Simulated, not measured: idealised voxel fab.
process module | voxel ribs on slabs
Pictured: cross-section cut, 255 nm wide, on a grid of 5 nm square cells.
Each cross-section below is a grid of square cells, stated as bands in top-down order, with one or more rows of cells making up each band.
Heights first: top, then bottom, in nm. Then materials, left to right, each with a width in nm. "edge to edge" on a single material: fills the band edge to edge. "empty": empty space.
Where do heights start? At 0: under that level the wafer as delivered is made of one material only. And the lowest band has no floor; it just carries on downward, as in "0 nm and below".
So if you see something like "30..40" for the width, read it as the top row of the band sitting at the first number and the bottom row at the second, with every row in between moving by the same amount as the last.
Key: "no alteration" - step with no changed cell in the cross-section.
"Enclosed voids" means: voids of 8 cells or more that are shut off from the top with no open way through. Written width x height at distance, distance from the left edge, in nm.
Step line, after settings: the simulator's comment on this step.
When a step includes a mask, the "overlay nm" setting on its line states how far to the right of its planned place that mask lay, and negative values state how far to the left.
# The steps planned for the process are as follows
1) op RECEIVE | material Si
2) op DIRECTIONAL_DEP | material SiO2 | thk nm 30
3) op DIRECTIONAL_DEP | material polySi | thk nm 25
4) op MASKED_ETCH | tone cover | mask id RIB | width nm 15 | etch materials polySi | depth nm 5 | overlay nm 0
5) op MASKED_ETCH | tone cover | mask id SLAB | width nm 75 | etch materials polySi | depth nm 20 | overlay nm 0
6) op FILL_DEP | material SiO2 | thk nm 20
7) op CMP | height nm 65
8) op DIRECTIONAL_DEP | material TiN | thk nm 5
9) op DIRECTIONAL_DEP | material aC | thk nm 15
10) op PATTERN | tone cover | mask id HEATER | material resist | width nm 25 | thk nm 30 | overlay nm 0
11) op DIRECTIONAL_ETCH | etch materials aC | depth nm 15
12) op STRIP | etch materials resist
13) op DIRECTIONAL_ETCH | etch materials TiN | depth nm 5
14) op STRIP | etch materials aC
15) op CONFORMAL_DEP | material SiO2 | thk nm 10
# Wafer, first of two, run as planned
# Cross-section of the wafer as it came to us, i.e., already through step 1
    0 nm and below  Si edge to edge
    Enclosed voids: none
# After step 2: wafer cross-section
    30 nm to 0 nm  SiO2 edge to edge
    Below 0, no change.
# After step 3: wafer cross-section
    55 nm to 30 nm  polySi edge to edge
    Below 30, no change.
# After step 4: wafer cross-section
    55 nm to 50 nm  empty=120; polySi=15; empty=120
    Below 50, no change.
# After step 5: wafer cross-section
    55 nm to 50 nm  empty=120; polySi=15; empty=120
    50 nm to 30 nm  empty=90; polySi=75; empty=90
    Below 30, no change.
# After step 6: wafer cross-section
    75 nm to 55 nm  SiO2 edge to edge
    55 nm to 50 nm  SiO2=120; polySi=15; SiO2=120
    50 nm to 30 nm  SiO2=90; polySi=75; SiO2=90
    Below 30, no change.
# After step 7: wafer cross-section
    65 nm to 55 nm  SiO2 edge to edge
    Below 55, no change.
# After step 8: wafer cross-section
    70 nm to 65 nm  TiN edge to edge
    Below 65, no change.
# After step 9: wafer cross-section
    85 nm to 70 nm  aC edge to edge
    Below 70, no change.
# After step 10: wafer cross-section
    115 nm to 85 nm  empty=115; resist=25; empty=115
    Below 85, no change.
# After step 11: wafer cross-section
    100 nm to 85 nm  empty=115; resist=25; empty=115
    85 nm to 70 nm  empty=115; aC=25; empty=115
    Below 70, no change.
# After step 12: wafer cross-section
    85 nm to 70 nm  empty=115; aC=25; empty=115
    Below 70, no change.
# After step 13: wafer cross-section
    85 nm to 70 nm  empty=115; aC=25; empty=115
    70 nm to 65 nm  empty=115; TiN=25; empty=115
    Below 65, no change.
# After step 14: wafer cross-section
    70 nm to 65 nm  empty=115; TiN=25; empty=115
    Below 65, no change.
# After step 15: wafer cross-section
    80 nm to 75 nm  empty=105; SiO2=45; empty=105
    75 nm to 70 nm  SiO2 edge to edge
    70 nm to 65 nm  SiO2=115; TiN=25; SiO2=115
    Below 65, no change.
# Wafer two of two - same starting point, same process plan, one mistake in execution; matches wafer one up to and including step 1
# Second wafer, section view, time point: scheduled end of step 2
    25 nm to 0 nm  polySi edge to edge
    Below 0, no change.
# Second wafer, section view, time point: scheduled end of step 3
    55 nm to 25 nm  SiO2 edge to edge
    Below 25, no change.
Second wafer, section view, time point: scheduled end of step 4: no alteration
Second wafer, section view, time point: scheduled end of step 5: no alteration
# Second wafer, section view, time point: scheduled end of step 6
    75 nm to 25 nm  SiO2 edge to edge
    Below 25, no change.
# Second wafer, section view, time point: scheduled end of step 7
    65 nm to 25 nm  SiO2 edge to edge
    Below 25, no change.
# Second wafer, section view, time point: scheduled end of step 8
    70 nm to 65 nm  TiN edge to edge
    Below 65, no change.
# Second wafer, section view, time point: scheduled end of step 9
    85 nm to 70 nm  aC edge to edge
    Below 70, no change.
# Second wafer, section view, time point: scheduled end of step 10
    115 nm to 85 nm  empty=115; resist=25; empty=115
    Below 85, no change.
# Second wafer, section view, time point: scheduled end of step 11
    100 nm to 85 nm  empty=115; resist=25; empty=115
    85 nm to 70 nm  empty=115; aC=25; empty=115
    Below 70, no change.
# Second wafer, section view, time point: scheduled end of step 12
    85 nm to 70 nm  empty=115; aC=25; empty=115
    Below 70, no change.
# Second wafer, section view, time point: scheduled end of step 13
    85 nm to 70 nm  empty=115; aC=25; empty=115
    70 nm to 65 nm  empty=115; TiN=25; empty=115
    Below 65, no change.
# Second wafer, section view, time point: scheduled end of step 14
    70 nm to 65 nm  empty=115; TiN=25; empty=115
    Below 65, no change.
# Second wafer, section view, time point: scheduled end of step 15
    80 nm to 75 nm  empty=105; SiO2=45; empty=105
    75 nm to 70 nm  SiO2 edge to edge
    70 nm to 65 nm  SiO2=115; TiN=25; SiO2=115
    Below 65, no change.
Where did the run depart from the plan? so 2 and 3 got swapped relative to the plan, each ran where the other was supposed to
Counted in cells at the end, the second wafer holds more or fewer of these materials than the first: SiO2: 192 fewer, polySi: 192 more
